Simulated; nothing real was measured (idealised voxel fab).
process module | voxel ribs on slabs
cross-section cut | 235 nm wide | cells 5 nm
A cross-section is a grid of square cells, given in bands from the top down. A band is one or more rows of cells.
Each band's line starts with the height of the band's top and of its bottom, in nm. Then come its materials from left to right, each with its width in nm. One material with "throughout" fills the band from edge to edge. "air" is empty space.
Height 0 is the level under which the wafer as received is all one material. The lowest band goes on downwards, as in "0 down".
A width such as "30 to 40" changes by the same amount from each row of cells to the next, from the band's top row to its bottom row.
"no change" after a step means that no cell of the cross-section changed.
closed voids: empty space of 8 cells or more with no open way to the top, each as width x height at its distance from the left edge, in nm
after a step's settings: what the simulator itself notes on the step
overlay nm, on a step with a mask: how far to the right of its planned place the mask lay; to the left if negative
plan
1 op RECEIVE | material Si
2 op DIRECTIONAL_DEP | material SiO2 | thk nm 20
3 op DIRECTIONAL_DEP | material polySi | thk nm 15
4 op DIRECTIONAL_DEP | material aC | thk nm 15
5 op PATTERN | tone cover | mask id RIB | material resist | width nm 30 | thk nm 30 | overlay nm 0
6 op DIRECTIONAL_ETCH | etch materials aC | depth nm 15
7 op STRIP | etch materials resist
8 op DIRECTIONAL_ETCH | etch materials polySi | depth nm 5
9 op STRIP | etch materials aC
10 op MASKED_ETCH | tone cover | mask id SLAB | width nm 80 | etch materials polySi | depth nm 10 | overlay nm 0
11 op FILL_DEP | material SiO2 | thk nm 30
12 op CMP | height nm 55
13 op DIRECTIONAL_DEP | material W | thk nm 5
14 op DIRECTIONAL_DEP | material aC | thk nm 15
15 op PATTERN | tone cover | mask id HEATER | material resist | width nm 40 | thk nm 30 | overlay nm 0
16 op DIRECTIONAL_ETCH | etch materials aC | depth nm 15
17 op STRIP | etch materials resist
18 op DIRECTIONAL_ETCH | etch materials W | depth nm 5
19 op STRIP | etch materials aC
20 op CONFORMAL_DEP | material SiO2 | thk nm 5
first wafer, as planned
as received, after step 1
  0 down: Si throughout
  closed voids: none
after step 2
  20 to 0: SiO2 throughout
  below 0: unchanged
after step 3
  35 to 20: polySi throughout
  below 20: unchanged
after step 4
  50 to 35: aC throughout
  below 35: unchanged
after step 5
  80 to 50: air 100 | resist 30 | air 105
  below 50: unchanged
after step 6
  65 to 50: air 100 | resist 30 | air 105
  50 to 35: air 100 | aC 30 | air 105
  below 35: unchanged
after step 7
  50 to 35: air 100 | aC 30 | air 105
  below 35: unchanged
after step 8
  50 to 35: air 100 | aC 30 | air 105
  35 to 30: air 100 | polySi 30 | air 105
  below 30: unchanged
after step 9
  35 to 30: air 100 | polySi 30 | air 105
  below 30: unchanged
after step 10
  35 to 30: air 100 | polySi 30 | air 105
  30 to 20: air 75 | polySi 80 | air 80
  below 20: unchanged
after step 11
  65 to 35: SiO2 throughout
  35 to 30: SiO2 100 | polySi 30 | SiO2 105
  30 to 20: SiO2 75 | polySi 80 | SiO2 80
  below 20: unchanged
after step 12
  55 to 35: SiO2 throughout
  below 35: unchanged
after step 13
  60 to 55: W throughout
  below 55: unchanged
after step 14
  75 to 60: aC throughout
  below 60: unchanged
after step 15
  105 to 75: air 95 | resist 40 | air 100
  below 75: unchanged
after step 16
  90 to 75: air 95 | resist 40 | air 100
  75 to 60: air 95 | aC 40 | air 100
  below 60: unchanged
after step 17
  75 to 60: air 95 | aC 40 | air 100
  below 60: unchanged
after step 18
  75 to 60: air 95 | aC 40 | air 100
  60 to 55: air 95 | W 40 | air 100
  below 55: unchanged
after step 19
  60 to 55: air 95 | W 40 | air 100
  below 55: unchanged
after step 20
  65 to 60: air 90 | SiO2 50 | air 95
  60 to 55: SiO2 95 | W 40 | SiO2 100
  below 55: unchanged
second wafer: like start, like plan, one mistake. Through step 4 it matches the first wafer
when step 5 should have ended
  80 to 50: air 110 | resist 30 | air 95
  below 50: unchanged
when step 6 should have ended
  65 to 50: air 110 | resist 30 | air 95
  50 to 35: air 110 | aC 30 | air 95
  below 35: unchanged
when step 7 should have ended
  50 to 35: air 110 | aC 30 | air 95
  below 35: unchanged
when step 8 should have ended
  50 to 35: air 110 | aC 30 | air 95
  35 to 30: air 110 | polySi 30 | air 95
  below 30: unchanged
when step 9 should have ended
  35 to 30: air 110 | polySi 30 | air 95
  below 30: unchanged
when step 10 should have ended
  35 to 30: air 110 | polySi 30 | air 95
  30 to 20: air 75 | polySi 80 | air 80
  below 20: unchanged
when step 11 should have ended
  65 to 35: SiO2 throughout
  35 to 30: SiO2 110 | polySi 30 | SiO2 95
  30 to 20: SiO2 75 | polySi 80 | SiO2 80
  below 20: unchanged
when step 12 should have ended
  55 to 35: SiO2 throughout
  below 35: unchanged
when step 13 should have ended
  60 to 55: W throughout
  below 55: unchanged
when step 14 should have ended
  75 to 60: aC throughout
  below 60: unchanged
when step 15 should have ended
  105 to 75: air 95 | resist 40 | air 100
  below 75: unchanged
when step 16 should have ended
  90 to 75: air 95 | resist 40 | air 100
  75 to 60: air 95 | aC 40 | air 100
  below 60: unchanged
when step 17 should have ended
  75 to 60: air 95 | aC 40 | air 100
  below 60: unchanged
when step 18 should have ended
  75 to 60: air 95 | aC 40 | air 100
  60 to 55: air 95 | W 40 | air 100
  below 55: unchanged
when step 19 should have ended
  60 to 55: air 95 | W 40 | air 100
  below 55: unchanged
when step 20 should have ended
  65 to 60: air 90 | SiO2 50 | air 95
  60 to 55: SiO2 95 | W 40 | SiO2 100
  below 55: unchanged
what went wrong: step 5 ran as: op PATTERN | tone cover | mask id RIB | material resist | width nm 30 | thk nm 30 | overlay nm 10
at the end the second wafer has, in cells: as many of each material as the first, in other places
